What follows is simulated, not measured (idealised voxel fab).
Proc. module: voxel wiring stack
Each square cell in cross-section cut measures 5 nm, and the section as a whole is 160 nm wide.
When this document writes out a cross-section, it uses a grid of square cells and lists it as bands, beginning at the top and moving down, with a band standing for one or more rows of cells.
It is stipulated that each band's entry specify, in nanometres, the height of the top of the band and then that of its bottom, followed by the materials of the band in left-to-right sequence, each together with its width in nanometres. A single material marked by the word "throughout" is understood to fill the band from edge to edge; the word "air" is understood to denote empty space.
Heights are expressed relative to 0, this being the level below which the as-received wafer comprises one material exclusively. The lowest band is unbounded in the downward direction and is denoted as in "top 0, no bottom".
Quick explanation for "30 to 40": the width changes in equal steps down the rows of cells, from the first number in the band's top row to the second number in its bottom row.
Basically "no change" means that step didn't change any cell in the cross-section.
"Closed void list" - sealed voids, min. 8 cells, no opening to top; format: width x height at distance (distance from left edge; nm throughout).
Step line, after settings: the simulator's comment on this step.
The line of a step may include "overlay nm". On a step with a mask, this value is how far to the right of its planned place the mask lay. A negative value means the mask lay to the left.
### These are the steps we planned for the process
- 1: op RECEIVE | material Si
- 2: op CONFORMAL_DEP | material SiO2 | thk nm 10
- 3: op CONFORMAL_DEP | material SiN | thk nm 5
- 4: op DIRECTIONAL_DEP | material SiO2 | thk nm 20
- 5: op DIRECTIONAL_DEP | material aC | thk nm 15
- 6: op PATTERN | tone open | mask id METAL_1 | material resist | width nm 25 | pitch nm 45 | thk nm 30 | overlay nm 0
- 7: op DIRECTIONAL_ETCH | etch materials aC | depth nm 15
- 8: op STRIP | etch materials resist
- 9: op DIRECTIONAL_ETCH | etch materials SiO2 | depth nm 20
- 10: op DIRECTIONAL_ETCH | etch materials SiN | depth nm 5
- 11: op STRIP | etch materials aC
- 12: op CONFORMAL_DEP | material TiN | thk nm 5
- 13: op FILL_DEP | material Ru | thk nm 5
- 14: op CMP | height nm 35
- 15: op CONFORMAL_DEP | material SiCN | thk nm 5
- 16: op DIRECTIONAL_DEP | material lowk | thk nm 20
- 17: op DIRECTIONAL_DEP | material aC | thk nm 10
- 18: op PATTERN | tone open | mask id PLUG_1 | material resist | width nm 15 | thk nm 30 | overlay nm 0
- 19: op DIRECTIONAL_ETCH | etch materials aC | depth nm 10
- 20: op STRIP | etch materials resist
- 21: op DIRECTIONAL_ETCH | etch materials lowk | depth nm 20
- 22: op DIRECTIONAL_ETCH | etch materials SiCN | depth nm 5
- 23: op STRIP | etch materials aC
- 24: op EPI | material Ru | thk nm 10
- 25: op EPI | material Ru | thk nm 10
- 26: op EPI | material Ru | thk nm 5
- 27: op DIRECTIONAL_DEP | material TiN | thk nm 5
- 28: op DIRECTIONAL_DEP | material Ru | thk nm 20
- 29: op MASKED_ETCH | tone cover | mask id METAL_2 | width nm 25 | pitch nm 45 | etch materials Ru | depth nm 20 | overlay nm 0
- 30: op MASKED_ETCH | tone cover | mask id METAL_2 | width nm 25 | pitch nm 45 | etch materials TiN | depth nm 5 | overlay nm 0
- 31: op FILL_DEP | material SiO2 | thk nm 10
- 32: op CMP | height nm 85
- 33: op CONFORMAL_DEP | material SiCN | thk nm 5
- 34: op DIRECTIONAL_DEP | material lowk | thk nm 35
- 35: op DIRECTIONAL_DEP | material aC | thk nm 15
- 36: op PATTERN | tone open | mask id METAL_3_HOLES | material resist | width nm 15 | thk nm 35 | overlay nm 0
- 37: op DIRECTIONAL_ETCH | etch materials aC | depth nm 15
- 38: op STRIP | etch materials resist
- 39: op DIRECTIONAL_ETCH | etch materials lowk | depth nm 35
- 40: op STRIP | etch materials aC
- 41: op PATTERN | tone open | mask id METAL_3 | material resist | width nm 25 | pitch nm 45 | thk nm 20 | overlay nm 0
- 42: op DIRECTIONAL_ETCH | etch materials lowk | depth nm 20
- 43: op DIRECTIONAL_ETCH | etch materials SiCN | depth nm 5
- 44: op STRIP | etch materials resist
- 45: op CONFORMAL_DEP | material TiN | thk nm 5
- 46: op FILL_DEP | material Cu | thk nm 10
- 47: op CMP | height nm 125
- 48: op CONFORMAL_DEP | material SiCN | thk nm 5
### Wafer as received: cross-section following step 1
    top 0, no bottom  Si throughout
    Closed void list: none
### Here's the wafer cut in cross-section after the module, started and planned just like above, except one thing was done wrong in the run
    top 130, bottom 125  SiCN throughout
    top 125, bottom 110  lowk (45), then TiN (5), then Cu (15), then TiN (5), then lowk (20), then TiN (5), then Cu (15), then TiN (5), then lowk (45)
    top 110, bottom 105  lowk (45), then TiN (5), then Cu (5), then TiN (15), then lowk (20), then TiN (25), then lowk (45)
    top 105, bottom 90  lowk (45), then TiN (5), then Cu (5), then TiN (5), then lowk (100)
    top 90, bottom 85  SiCN (45), then TiN (15), then SiCN (100)
    top 85, bottom 65  SiO2 (45), then Ru (25), then SiO2 (20), then Ru (25), then SiO2 (45)
    top 65, bottom 60  SiO2 (45), then TiN (25), then SiO2 (20), then TiN (25), then SiO2 (45)
    top 60, bottom 40  lowk (45), then Ru (15), then lowk (100)
    top 40, bottom 35  SiCN (45), then Ru (15), then SiCN (100)
    top 35, bottom 15  SiO2 (45), then SiCN (5), then Ru (15), then SiCN (5), then SiO2 (20), then SiCN (5), then Ru (15), then SiCN (5), then SiO2 (45)
    top 15, bottom 10  SiN (45), then SiCN (25), then SiN (20), then SiCN (25), then SiN (45)
    top 10, bottom 0  SiO2 throughout
    top 0, no bottom  Si throughout
    Closed void list: none
Against the plan, the run slipped here: heads up, step 12 didn't go per plan, it actually ran as op CONFORMAL_DEP | material SiCN | thk nm 5
